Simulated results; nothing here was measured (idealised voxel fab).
A process module follows: voxel transistor to metal.
For reference, the cross-section in this document is cut, with width 205 nm and square cells of 5 nm.
Format of a cross-section: grid, square cells. Given as bands. Order: top down. Band: one or more rows of cells.
In this notation a band is specified by the heights of its top and bottom, in that order and in nm, after which its materials appear from left to right, each paired with its width in nm. The word "edge to edge" attached to a single material means that material fills the band from edge to edge; the word "blank" stands for empty space.
For the purposes of this specification, 0 denotes the height below which the wafer in its as-received condition is composed wholly of one material, and the lowermost band, lacking a lower limit, extends downward without end, as expressed in "z 0 and below".
You'd read "30->40" like this: the band's top row of cells is as wide as the first number, its bottom row is as wide as the second, and going down, every row changes width by the same amount as the row before did.
"changes: none" -> step changed no cross-section cell.
Closed-off voids of 8+ cells (no open route to the top) go in "Non-vented voids", written width x height at distance from the left edge, in nm.
Post-settings text on a step line: simulator's own remark regarding the step.
"overlay nm" on a masked step: distance the mask lay right of its planned place, negative for left.

# Steps planned for the process
1) op RECEIVE | material Si
2) op CONFORMAL_DEP | material SiO2 | thk nm 5
3) op CONFORMAL_DEP | material SiN | thk nm 10
4) op DIRECTIONAL_DEP | material aC | thk nm 10
5) op PATTERN | tone cover | mask id ACTIVE | material resist | width nm 135 | thk nm 30 | overlay nm 0
6) op DIRECTIONAL_ETCH | etch materials aC | depth nm 10
7) op STRIP | etch materials resist
8) op DIRECTIONAL_ETCH | etch materials SiN | depth nm 10
9) op DIRECTIONAL_ETCH | etch materials SiO2 | depth nm 5
10) op DIRECTIONAL_ETCH | etch materials Si | depth nm 30
11) op STRIP | etch materials aC
12) op FILL_DEP | material SiO2 | thk nm 15
13) op CMP | height nm 15
14) op SELECTIVE_ETCH | etch materials SiO2 | depth nm 10
15) op STRIP | etch materials SiN
16) op SELECTIVE_ETCH | etch materials SiO2 | depth nm 5
17) op OXIDIZE | depth nm 5
18) op DIRECTIONAL_DEP | material polySi | thk nm 25
19) op DIRECTIONAL_DEP | material SiCN | thk nm 15
20) op MASKED_ETCH | tone cover | mask id GATE | width nm 35 | etch materials SiCN | depth nm 25 | overlay nm 0
21) op MASKED_ETCH | tone cover | mask id GATE | width nm 35 | etch materials polySi | depth nm 35 | overlay nm 0
22) op CONFORMAL_DEP | material SiN | thk nm 10
23) op DIRECTIONAL_ETCH | etch materials SiN | depth nm 10
24) op DIRECTIONAL_ETCH | etch materials SiO2 | depth nm 5
25) op DIRECTIONAL_ETCH | etch materials Si | depth nm 5
26) op EPI | material SiGe | thk nm 5
27) op FILL_DEP | material SiO2 | thk nm 5
28) op CMP | height nm 25
29) op STRIP | etch materials polySi
30) op SELECTIVE_ETCH | etch materials SiO2 | depth nm 5
31) op CONFORMAL_DEP | material HfO2 | thk nm 5
32) op CONFORMAL_DEP | material TiN | thk nm 5
33) op FILL_DEP | material W | thk nm 10
34) op CMP | height nm 20
35) op DIRECTIONAL_DEP | material SiO2 | thk nm 15
36) op PATTERN | tone open | mask id CONTACT | material resist | width nm 20 | pitch nm 95 | thk nm 20 | overlay nm 0
37) op DIRECTIONAL_ETCH | etch materials SiO2 | depth nm 40
38) op STRIP | etch materials resist
39) op CONFORMAL_DEP | material TiN | thk nm 5
40) op FILL_DEP | material W | thk nm 5
41) op CMP | height nm 35
42) op DIRECTIONAL_DEP | material TiN | thk nm 5
43) op DIRECTIONAL_DEP | material W | thk nm 25
44) op DIRECTIONAL_DEP | material aC | thk nm 15
45) op PATTERN | tone cover | mask id METAL_1 | material resist | width nm 20 | pitch nm 95 | thk nm 30 | overlay nm 0
46) op DIRECTIONAL_ETCH | etch materials aC | depth nm 15
47) op STRIP | etch materials resist
48) op DIRECTIONAL_ETCH | etch materials W | depth nm 25
49) op DIRECTIONAL_ETCH | etch materials TiN | depth nm 5
50) op STRIP | etch materials aC
51) op CONFORMAL_DEP | material SiN | thk nm 5
52) op FILL_DEP | material lowk | thk nm 10
53) op CMP | height nm 65
54) op CONFORMAL_DEP | material SiCN | thk nm 5

# So, the first of our two wafers, run just as we planned it

# This is the cross-section of the wafer as we received it, i.e. after step 1
* z 0 and below  Si edge to edge
* Non-vented voids: none

# Presented here is a cross-section of the wafer after step 2 has been performed
* z 5 to 0  SiO2 edge to edge
* Whatever lies below 0 is exactly as it was before.

# Presented here is a cross-section of the wafer after step 3 has been performed
* z 15 to 5  SiN edge to edge
* Whatever lies below 5 is exactly as it was before.

# Presented here is a cross-section of the wafer after step 4 has been performed
* z 25 to 15  aC edge to edge
* Whatever lies below 15 is exactly as it was before.

# Presented here is a cross-section of the wafer after step 5 has been performed
* z 55 to 25  blank=35 | resist=135 | blank=35
* Whatever lies below 25 is exactly as it was before.

# Presented here is a cross-section of the wafer after step 6 has been performed
* z 45 to 25  blank=35 | resist=135 | blank=35
* z 25 to 15  blank=35 | aC=135 | blank=35
* Whatever lies below 15 is exactly as it was before.

# Presented here is a cross-section of the wafer after step 7 has been performed
* z 25 to 15  blank=35 | aC=135 | blank=35
* Whatever lies below 15 is exactly as it was before.

# Presented here is a cross-section of the wafer after step 8 has been performed
* z 25 to 15  blank=35 | aC=135 | blank=35
* z 15 to 5  blank=35 | SiN=135 | blank=35
* Whatever lies below 5 is exactly as it was before.

# Presented here is a cross-section of the wafer after step 9 has been performed
* z 25 to 15  blank=35 | aC=135 | blank=35
* z 15 to 5  blank=35 | SiN=135 | blank=35
* z 5 to 0  blank=35 | SiO2=135 | blank=35
* Whatever lies below 0 is exactly as it was before.

# Presented here is a cross-section of the wafer after step 10 has been performed
* z 25 to 15  blank=35 | aC=135 | blank=35
* z 15 to 5  blank=35 | SiN=135 | blank=35
* z 5 to 0  blank=35 | SiO2=135 | blank=35
* z 0 to -30  blank=35 | Si=135 | blank=35
* Whatever lies below -30 is exactly as it was before.

# Presented here is a cross-section of the wafer after step 11 has been performed
* z 15 to 5  blank=35 | SiN=135 | blank=35
* Whatever lies below 5 is exactly as it was before.

# Presented here is a cross-section of the wafer after step 12 has been performed
* z 30 to 15  SiO2 edge to edge
* z 15 to 5  SiO2=35 | SiN=135 | SiO2=35
* z 5 to 0  SiO2 edge to edge
* z 0 to -30  SiO2=35 | Si=135 | SiO2=35
* Whatever lies below -30 is exactly as it was before.

# Presented here is a cross-section of the wafer after step 13 has been performed
* z 15 to 5  SiO2=35 | SiN=135 | SiO2=35
* Whatever lies below 5 is exactly as it was before.

# Presented here is a cross-section of the wafer after step 14 has been performed
* z 15 to 5  blank=35 | SiN=135 | blank=35
* Whatever lies below 5 is exactly as it was before.

# Presented here is a cross-section of the wafer after step 15 has been performed
* z 5 to 0  SiO2 edge to edge
* Whatever lies below 0 is exactly as it was before.

# Presented here is a cross-section of the wafer after step 16 has been performed
* z 0 to -30  SiO2=35 | Si=135 | SiO2=35
* Whatever lies below -30 is exactly as it was before.

# Presented here is a cross-section of the wafer after step 17 has been performed
* z 0 to -5  SiO2 edge to edge
* Whatever lies below -5 is exactly as it was before.

# Presented here is a cross-section of the wafer after step 18 has been performed
* z 25 to 0  polySi edge to edge
* Whatever lies below 0 is exactly as it was before.

# Presented here is a cross-section of the wafer after step 19 has been performed
* z 40 to 25  SiCN edge to edge
* Whatever lies below 25 is exactly as it was before.

# Presented here is a cross-section of the wafer after step 20 has been performed
* z 40 to 25  blank=85 | SiCN=35 | blank=85
* Whatever lies below 25 is exactly as it was before.

# Presented here is a cross-section of the wafer after step 21 has been performed
* z 40 to 25  blank=85 | SiCN=35 | blank=85
* z 25 to 0  blank=85 | polySi=35 | blank=85
* Whatever lies below 0 is exactly as it was before.

# Presented here is a cross-section of the wafer after step 22 has been performed
* z 50 to 40  blank=75 | SiN=55 | blank=75
* z 40 to 25  blank=75 | SiN=10 | SiCN=35 | SiN=10 | blank=75
* z 25 to 10  blank=75 | SiN=10 | polySi=35 | SiN=10 | blank=75
* z 10 to 0  SiN=85 | polySi=35 | SiN=85
* Whatever lies below 0 is exactly as it was before.

# Presented here is a cross-section of the wafer after step 23 has been performed
* z 40 to 25  blank=75 | SiN=10 | SiCN=35 | SiN=10 | blank=75
* z 25 to 0  blank=75 | SiN=10 | polySi=35 | SiN=10 | blank=75
* Whatever lies below 0 is exactly as it was before.

# Presented here is a cross-section of the wafer after step 24 has been performed
* z 40 to 25  blank=75 | SiN=10 | SiCN=35 | SiN=10 | blank=75
* z 25 to 0  blank=75 | SiN=10 | polySi=35 | SiN=10 | blank=75
* z 0 to -5  blank=75 | SiO2=55 | blank=75
* Whatever lies below -5 is exactly as it was before.

# Presented here is a cross-section of the wafer after step 25 has been performed
* z 40 to 25  blank=75 | SiN=10 | SiCN=35 | SiN=10 | blank=75
* z 25 to 0  blank=75 | SiN=10 | polySi=35 | SiN=10 | blank=75
* z 0 to -5  blank=75 | SiO2=55 | blank=75
* z -5 to -10  SiO2=35 | blank=40 | Si=55 | blank=40 | SiO2=35
* Whatever lies below -10 is exactly as it was before.

# Presented here is a cross-section of the wafer after step 26 has been performed
* z 40 to 25  blank=75 | SiN=10 | SiCN=35 | SiN=10 | blank=75
* z 25 to 0  blank=75 | SiN=10 | polySi=35 | SiN=10 | blank=75
* z 0 to -5  blank=70 | SiGe=5 | SiO2=55 | SiGe=5 | blank=70
* z -5 to -10  SiO2=35 | SiGe=40 | Si=55 | SiGe=40 | SiO2=35
* Whatever lies below -10 is exactly as it was before.

# Presented here is a cross-section of the wafer after step 27 has been performed
* z 45 to 40  SiO2 edge to edge
* z 40 to 25  SiO2=75 | SiN=10 | SiCN=35 | SiN=10 | SiO2=75
* z 25 to 0  SiO2=75 | SiN=10 | polySi=35 | SiN=10 | SiO2=75
* z 0 to -5  SiO2=70 | SiGe=5 | SiO2=55 | SiGe=5 | SiO2=70
* Whatever lies below -5 is exactly as it was before.

# Presented here is a cross-section of the wafer after step 28 has been performed
* z 25 to 0  SiO2=75 | SiN=10 | polySi=35 | SiN=10 | SiO2=75
* Whatever lies below 0 is exactly as it was before.

# Presented here is a cross-section of the wafer after step 29 has been performed
* z 25 to 0  SiO2=75 | SiN=10 | blank=35 | SiN=10 | SiO2=75
* Whatever lies below 0 is exactly as it was before.

# Presented here is a cross-section of the wafer after step 30 has been performed
* z 25 to 20  blank=75 | SiN=10 | blank=35 | SiN=10 | blank=75
* z 20 to 0  SiO2=75 | SiN=10 | blank=35 | SiN=10 | SiO2=75
* z 0 to -5  SiO2=70 | SiGe=5 | SiO2=5 | blank=45 | SiO2=5 | SiGe=5 | SiO2=70
* Whatever lies below -5 is exactly as it was before.

# Presented here is a cross-section of the wafer after step 31 has been performed
* z 30 to 25  blank=70 | HfO2=20 | blank=25 | HfO2=20 | blank=70
* z 25 to 20  HfO2=75 | SiN=10 | HfO2=5 | blank=25 | HfO2=5 | SiN=10 | HfO2=75
* z 20 to 0  SiO2=75 | SiN=10 | HfO2=5 | blank=25 | HfO2=5 | SiN=10 | SiO2=75
* z 0 to -5  SiO2=70 | SiGe=5 | SiO2=5 | HfO2=45 | SiO2=5 | SiGe=5 | SiO2=70
* Whatever lies below -5 is exactly as it was before.

# Presented here is a cross-section of the wafer after step 32 has been performed
* z 35 to 30  blank=65 | TiN=30 | blank=15 | TiN=30 | blank=65
* z 30 to 25  TiN=70 | HfO2=20 | TiN=5 | blank=15 | TiN=5 | HfO2=20 | TiN=70
* z 25 to 20  HfO2=75 | SiN=10 | HfO2=5 | TiN=5 | blank=15 | TiN=5 | HfO2=5 | SiN=10 | HfO2=75
* z 20 to 5  SiO2=75 | SiN=10 | HfO2=5 | TiN=5 | blank=15 | TiN=5 | HfO2=5 | SiN=10 | SiO2=75
* z 5 to 0  SiO2=75 | SiN=10 | HfO2=5 | TiN=25 | HfO2=5 | SiN=10 | SiO2=75
* Whatever lies below 0 is exactly as it was before.

# Presented here is a cross-section of the wafer after step 33 has been performed
* z 45 to 35  W edge to edge
* z 35 to 30  W=65 | TiN=30 | W=15 | TiN=30 | W=65
* z 30 to 25  TiN=70 | HfO2=20 | TiN=5 | W=15 | TiN=5 | HfO2=20 | TiN=70
* z 25 to 20  HfO2=75 | SiN=10 | HfO2=5 | TiN=5 | W=15 | TiN=5 | HfO2=5 | SiN=10 | HfO2=75
* z 20 to 5  SiO2=75 | SiN=10 | HfO2=5 | TiN=5 | W=15 | TiN=5 | HfO2=5 | SiN=10 | SiO2=75
* Whatever lies below 5 is exactly as it was before.

# Presented here is a cross-section of the wafer after step 34 has been performed
* z 20 to 5  SiO2=75 | SiN=10 | HfO2=5 | TiN=5 | W=15 | TiN=5 | HfO2=5 | SiN=10 | SiO2=75
* Whatever lies below 5 is exactly as it was before.

# Presented here is a cross-section of the wafer after step 35 has been performed
* z 35 to 20  SiO2 edge to edge
* Whatever lies below 20 is exactly as it was before.

# Presented here is a cross-section of the wafer after step 36 has been performed
* z 55 to 35  resist=45 | blank=20 | resist=75 | blank=20 | resist=45
* Whatever lies below 35 is exactly as it was before.

# Presented here is a cross-section of the wafer after step 37 has been performed
* z 55 to 35  resist=45 | blank=20 | resist=75 | blank=20 | resist=45
* z 35 to 20  SiO2=45 | blank=20 | SiO2=75 | blank=20 | SiO2=45
* z 20 to 5  SiO2=45 | blank=20 | SiO2=10 | SiN=10 | HfO2=5 | TiN=5 | W=15 | TiN=5 | HfO2=5 | SiN=10 | SiO2=10 | blank=20 | SiO2=45
* z 5 to 0  SiO2=45 | blank=20 | SiO2=10 | SiN=10 | HfO2=5 | TiN=25 | HfO2=5 | SiN=10 | SiO2=10 | blank=20 | SiO2=45
* z 0 to -5  SiO2=45 | blank=20 | SiO2=5 | SiGe=5 | SiO2=5 | HfO2=45 | SiO2=5 | SiGe=5 | SiO2=5 | blank=20 | SiO2=45
* Whatever lies below -5 is exactly as it was before.

# Presented here is a cross-section of the wafer after step 38 has been performed
* z 35 to 20  SiO2=45 | blank=20 | SiO2=75 | blank=20 | SiO2=45
* Whatever lies below 20 is exactly as it was before.

# Presented here is a cross-section of the wafer after step 39 has been performed
* z 40 to 35  TiN=50 | blank=10 | TiN=85 | blank=10 | TiN=50
* z 35 to 20  SiO2=45 | TiN=5 | blank=10 | TiN=5 | SiO2=75 | TiN=5 | blank=10 | TiN=5 | SiO2=45
* z 20 to 5  SiO2=45 | TiN=5 | blank=10 | TiN=5 | SiO2=10 | SiN=10 | HfO2=5 | TiN=5 | W=15 | TiN=5 | HfO2=5 | SiN=10 | SiO2=10 | TiN=5 | blank=10 | TiN=5 | SiO2=45
* z 5 to 0  SiO2=45 | TiN=5 | blank=10 | TiN=5 | SiO2=10 | SiN=10 | HfO2=5 | TiN=25 | HfO2=5 | SiN=10 | SiO2=10 | TiN=5 | blank=10 | TiN=5 | SiO2=45
* z 0 to -5  SiO2=45 | TiN=20 | SiO2=5 | SiGe=5 | SiO2=5 | HfO2=45 | SiO2=5 | SiGe=5 | SiO2=5 | TiN=20 | SiO2=45
* Whatever lies below -5 is exactly as it was before.

# Presented here is a cross-section of the wafer after step 40 has been performed
* z 45 to 40  W edge to edge
* z 40 to 35  TiN=50 | W=10 | TiN=85 | W=10 | TiN=50
* z 35 to 20  SiO2=45 | TiN=5 | W=10 | TiN=5 | SiO2=75 | TiN=5 | W=10 | TiN=5 | SiO2=45
* z 20 to 5  SiO2=45 | TiN=5 | W=10 | TiN=5 | SiO2=10 | SiN=10 | HfO2=5 | TiN=5 | W=15 | TiN=5 | HfO2=5 | SiN=10 | SiO2=10 | TiN=5 | W=10 | TiN=5 | SiO2=45
* z 5 to 0  SiO2=45 | TiN=5 | W=10 | TiN=5 | SiO2=10 | SiN=10 | HfO2=5 | TiN=25 | HfO2=5 | SiN=10 | SiO2=10 | TiN=5 | W=10 | TiN=5 | SiO2=45
* Whatever lies below 0 is exactly as it was before.

# Presented here is a cross-section of the wafer after step 41 has been performed
* z 35 to 20  SiO2=45 | TiN=5 | W=10 | TiN=5 | SiO2=75 | TiN=5 | W=10 | TiN=5 | SiO2=45
* Whatever lies below 20 is exactly as it was before.

# Presented here is a cross-section of the wafer after step 42 has been performed
* z 40 to 35  TiN edge to edge
* Whatever lies below 35 is exactly as it was before.

# Presented here is a cross-section of the wafer after step 43 has been performed
* z 65 to 40  W edge to edge
* Whatever lies below 40 is exactly as it was before.

# Presented here is a cross-section of the wafer after step 44 has been performed
* z 80 to 65  aC edge to edge
* Whatever lies below 65 is exactly as it was before.

# Presented here is a cross-section of the wafer after step 45 has been performed
* z 110 to 80  blank=45 | resist=20 | blank=75 | resist=20 | blank=45
* Whatever lies below 80 is exactly as it was before.

# Presented here is a cross-section of the wafer after step 46 has been performed
* z 95 to 80  blank=45 | resist=20 | blank=75 | resist=20 | blank=45
* z 80 to 65  blank=45 | aC=20 | blank=75 | aC=20 | blank=45
* Whatever lies below 65 is exactly as it was before.

# Presented here is a cross-section of the wafer after step 47 has been performed
* z 80 to 65  blank=45 | aC=20 | blank=75 | aC=20 | blank=45
* Whatever lies below 65 is exactly as it was before.

# Presented here is a cross-section of the wafer after step 48 has been performed
* z 80 to 65  blank=45 | aC=20 | blank=75 | aC=20 | blank=45
* z 65 to 40  blank=45 | W=20 | blank=75 | W=20 | blank=45
* Whatever lies below 40 is exactly as it was before.

# Presented here is a cross-section of the wafer after step 49 has been performed
* z 80 to 65  blank=45 | aC=20 | blank=75 | aC=20 | blank=45
* z 65 to 40  blank=45 | W=20 | blank=75 | W=20 | blank=45
* z 40 to 35  blank=45 | TiN=20 | blank=75 | TiN=20 | blank=45
* Whatever lies below 35 is exactly as it was before.

# Presented here is a cross-section of the wafer after step 50 has been performed
* z 65 to 40  blank=45 | W=20 | blank=75 | W=20 | blank=45
* Whatever lies below 40 is exactly as it was before.

# Presented here is a cross-section of the wafer after step 51 has been performed
* z 70 to 65  blank=40 | SiN=30 | blank=65 | SiN=30 | blank=40
* z 65 to 40  blank=40 | SiN=5 | W=20 | SiN=5 | blank=65 | SiN=5 | W=20 | SiN=5 | blank=40
* z 40 to 35  SiN=45 | TiN=20 | SiN=75 | TiN=20 | SiN=45
* Whatever lies below 35 is exactly as it was before.

# Presented here is a cross-section of the wafer after step 52 has been performed
* z 80 to 70  lowk edge to edge
* z 70 to 65  lowk=40 | SiN=30 | lowk=65 | SiN=30 | lowk=40
* z 65 to 40  lowk=40 | SiN=5 | W=20 | SiN=5 | lowk=65 | SiN=5 | W=20 | SiN=5 | lowk=40
* Whatever lies below 40 is exactly as it was before.

# Presented here is a cross-section of the wafer after step 53 has been performed
* z 65 to 40  lowk=40 | SiN=5 | W=20 | SiN=5 | lowk=65 | SiN=5 | W=20 | SiN=5 | lowk=40
* Whatever lies below 40 is exactly as it was before.

# Presented here is a cross-section of the wafer after step 54 has been performed
* z 70 to 65  SiCN edge to edge
* Whatever lies below 65 is exactly as it was before.

# Okay, second wafer. Nothing different at the start, nothing different in the plan, just one mistake somewhere in the running. As far as step 44, counting that step, it's the first wafer all over again

# when step 45 should have ended
* z 110 to 80  blank=50 | resist=15 | blank=80 | resist=15 | blank=45
* Whatever lies below 80 is exactly as it was before.

# when step 46 should have ended
* z 95 to 80  blank=50 | resist=15 | blank=80 | resist=15 | blank=45
* z 80 to 65  blank=50 | aC=15 | blank=80 | aC=15 | blank=45
* Whatever lies below 65 is exactly as it was before.

# when step 47 should have ended
* z 80 to 65  blank=50 | aC=15 | blank=80 | aC=15 | blank=45
* Whatever lies below 65 is exactly as it was before.

# when step 48 should have ended
* z 80 to 65  blank=50 | aC=15 | blank=80 | aC=15 | blank=45
* z 65 to 40  blank=50 | W=15 | blank=80 | W=15 | blank=45
* Whatever lies below 40 is exactly as it was before.

# when step 49 should have ended
* z 80 to 65  blank=50 | aC=15 | blank=80 | aC=15 | blank=45
* z 65 to 40  blank=50 | W=15 | blank=80 | W=15 | blank=45
* z 40 to 35  blank=50 | TiN=15 | blank=80 | TiN=15 | blank=45
* Whatever lies below 35 is exactly as it was before.

# when step 50 should have ended
* z 65 to 40  blank=50 | W=15 | blank=80 | W=15 | blank=45
* Whatever lies below 40 is exactly as it was before.

# when step 51 should have ended
* z 70 to 65  blank=45 | SiN=25 | blank=70 | SiN=25 | blank=40
* z 65 to 40  blank=45 | SiN=5 | W=15 | SiN=5 | blank=70 | SiN=5 | W=15 | SiN=5 | blank=40
* z 40 to 35  SiN=50 | TiN=15 | SiN=80 | TiN=15 | SiN=45
* Whatever lies below 35 is exactly as it was before.

# when step 52 should have ended
* z 80 to 70  lowk edge to edge
* z 70 to 65  lowk=45 | SiN=25 | lowk=70 | SiN=25 | lowk=40
* z 65 to 40  lowk=45 | SiN=5 | W=15 | SiN=5 | lowk=70 | SiN=5 | W=15 | SiN=5 | lowk=40
* Whatever lies below 40 is exactly as it was before.

# when step 53 should have ended
* z 65 to 40  lowk=45 | SiN=5 | W=15 | SiN=5 | lowk=70 | SiN=5 | W=15 | SiN=5 | lowk=40
* Whatever lies below 40 is exactly as it was before.

# when step 54 should have ended
* z 70 to 65  SiCN edge to edge
* Whatever lies below 65 is exactly as it was before.
The plan and the run diverged here: so step 45 ended up running with a different setting than we planned, it ran as op PATTERN | tone cover | mask id METAL_1 | material resist | width nm 15 | pitch nm 95 | thk nm 30 | overlay nm 0
Upon completion, the second wafer contains, in terms of cells, a greater or smaller amount of certain materials than the first wafer: +2 SiN, -2 TiN, -10 W, +10 lowk
